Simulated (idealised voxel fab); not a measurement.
process module | voxel gate over fins
Xsec cut, 245 nm wide, square cell size 5 nm.
Cross-section spec: square-cell grid; bands listed top down; each band is one or more rows. Top height, bottom height, nm. Materials left to right, width each, nm. Single material + "all across" = fills band edge to edge. "air" = empty. Heights are expressed relative to 0, this being the level below which the as-received wafer comprises one material exclusively. The lowest band is unbounded in the downward direction and is denoted as in "0 nm and below". A width such as "30->40" changes by the same amount from each row of cells to the next, from the band's top row to its bottom row. Take "nothing changed" at face value: in the step it is given for, the cross-section changed in none of its cells. Entry "Internal closed voids" = empty spaces >= 8 cells with no open way to the top; each as width x height at distance, distance from left edge, all nm. Note: text after step settings on the step line = simulator remark on that step. You can add "overlay nm" to a step's line. For a step with a mask, it describes how far the mask lay to the right of its planned position, and a negative number describes a lay to the left.

Process steps (planned)
1 RECEIVE,material Si
2 CONFORMAL_DEP,material SiN,thk nm 5
3 PATTERN,tone cover,mask id FINS,material resist,width nm 15,pitch nm 35,thk nm 15,overlay nm 0
4 DIRECTIONAL_ETCH,etch materials SiN,depth nm 5
5 DIRECTIONAL_ETCH,etch materials Si,depth nm 40
6 STRIP,etch materials resist
7 FILL_DEP,material SiO2,thk nm 10
8 CMP,height nm 5
9 SELECTIVE_ETCH,etch materials SiO2,depth nm 15
10 STRIP,etch materials SiN
11 CONFORMAL_DEP,material HfO2,thk nm 5
12 CONFORMAL_DEP,material TiN,thk nm 5
13 FILL_DEP,material W,thk nm 15
14 CMP,height nm 20
15 CONFORMAL_DEP,material SiCN,thk nm 5

Shown in cross-section is the wafer as received, that is, as it stands after step 1
- 0 nm and below  Si all across
- Internal closed voids: none

One mistake in running the module, otherwise start and plan as above: cross-section at the end
- 25 nm to 20 nm  SiCN all across
- 20 nm to 10 nm  W all across
- 10 nm to 5 nm  W 45 | TiN 140 | W 60
- 5 nm to 0 nm  W 45 | TiN 5 | HfO2 25 | TiN 10 | HfO2 25 | TiN 10 | HfO2 25 | TiN 10 | HfO2 25 | TiN 5 | W 60
- 0 nm to -5 nm  TiN 50 | HfO2 5 | Si 15 | HfO2 5 | TiN 10 | HfO2 5 | Si 15 | HfO2 5 | TiN 10 | HfO2 5 | Si 15 | HfO2 5 | TiN 10 | HfO2 5 | Si 15 | HfO2 5 | TiN 65
- -5 nm to -10 nm  HfO2 55 | Si 15 | HfO2 20 | Si 15 | HfO2 20 | Si 15 | HfO2 20 | Si 15 | HfO2 70
- -10 nm to -40 nm  SiO2 55 | Si 15 | SiO2 20 | Si 15 | SiO2 20 | Si 15 | SiO2 20 | Si 15 | SiO2 70
- -40 nm and below  Si all across
- Internal closed voids: none
Nonconformance to the process plan: planned and actual differ for step 3; actual: PATTERN,tone cover,mask id FINS,material resist,width nm 15,pitch nm 35,thk nm 15,overlay nm -5
